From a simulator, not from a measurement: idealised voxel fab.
The following process module bears the name voxel released beams.
The width of the displayed cross-section, cut, is 165 nm; its cells are square, with a size of 5 nm.
In what follows, cross-sections appear as grids of square cells, described through bands that run from the top down, where every band is one or more rows of cells. Per band: top height and bottom height in nm, followed by the left-to-right materials and their widths in nm; "full width" marks a single material spanning edge to edge, "air" marks empty space. Heights are measured from 0, the level below which the as-received wafer is all one material; the lowest band has no bottom and continues downward, written as in "0 -> down". Note: "30 to 40" means the width goes from the first number (top row of the band) to the second number (bottom row) in equal steps per row of cells. "all unchanged" after a step means that no cell of the cross-section changed. Under "Entrapped void list" you'll find the enclosed gaps, the ones with no way out to the top, that are 8 cells or bigger; each reads width x height at distance, with distance counted from the left edge, everything in nm. Past the settings on a step's line: simulator remark, on that step. Among the settings permitted on a step's line is "overlay nm"; applied to a step with a mask, it specifies the extent to which the mask lay to the right of its planned position, whereas a negative figure signifies a position to the left.

### Planned process steps
- 1: RECEIVE [material Si]
- 2: CONFORMAL_DEP [material Al2O3] [thk nm 5]
- 3: DIRECTIONAL_DEP [material SiO2] [thk nm 20]
- 4: PATTERN [tone open] [mask id ANCHOR] [material resist] [width nm 35] [thk nm 15] [overlay nm 0]
- 5: DIRECTIONAL_ETCH [etch materials SiO2] [depth nm 20]
- 6: STRIP [etch materials resist]
- 7: CONFORMAL_DEP [material W] [thk nm 10]
- 8: DIRECTIONAL_DEP [material aC] [thk nm 10]
- 9: PATTERN [tone cover] [mask id BEAM] [material resist] [width nm 120] [thk nm 30] [overlay nm 0]
- 10: DIRECTIONAL_ETCH [etch materials aC] [depth nm 10]
- 11: STRIP [etch materials resist]
- 12: DIRECTIONAL_ETCH [etch materials W] [depth nm 10]
- 13: STRIP [etch materials aC]
- 14: STRIP [etch materials SiO2]

### Wafer cross-section on receipt, i.e. after step 1
  0 -> down  Si full width
  Entrapped void list: none

### First of two wafers: cross-section at end of module, run per plan
  35 -> 25  air=20 | W=15 | air=15 | W=90 | air=25
  25 -> 15  air=25 | W=10 | air=15 | W=10 | air=105
  15 -> 5  air=25 | W=35 | air=105
  5 -> 0  Al2O3 full width
  0 -> down  Si full width
  Entrapped void list: none

### Here's the second of our two wafers sectioned at module end. Same start as the first, same plan, but one mistake got made running it
  45 -> 35  Al2O3=35 | air=15 | Al2O3=115
  35 -> 25  W=35 | air=15 | W=115
  25 -> 15  SiO2=25 | W=10 | Al2O3=15 | W=10 | SiO2=105
  15 -> 5  SiO2=25 | W=35 | SiO2=105
  5 -> 0  Al2O3 full width
  0 -> down  Si full width
  Entrapped void list: none
what went wrong: step 8 ran as: DIRECTIONAL_DEP [material Al2O3] [thk nm 10]
Heads up, by the end the second wafer has more or fewer cells of some materials compared to the first: Al2O3: 66 more | SiO2: 104 more | W: 18 more
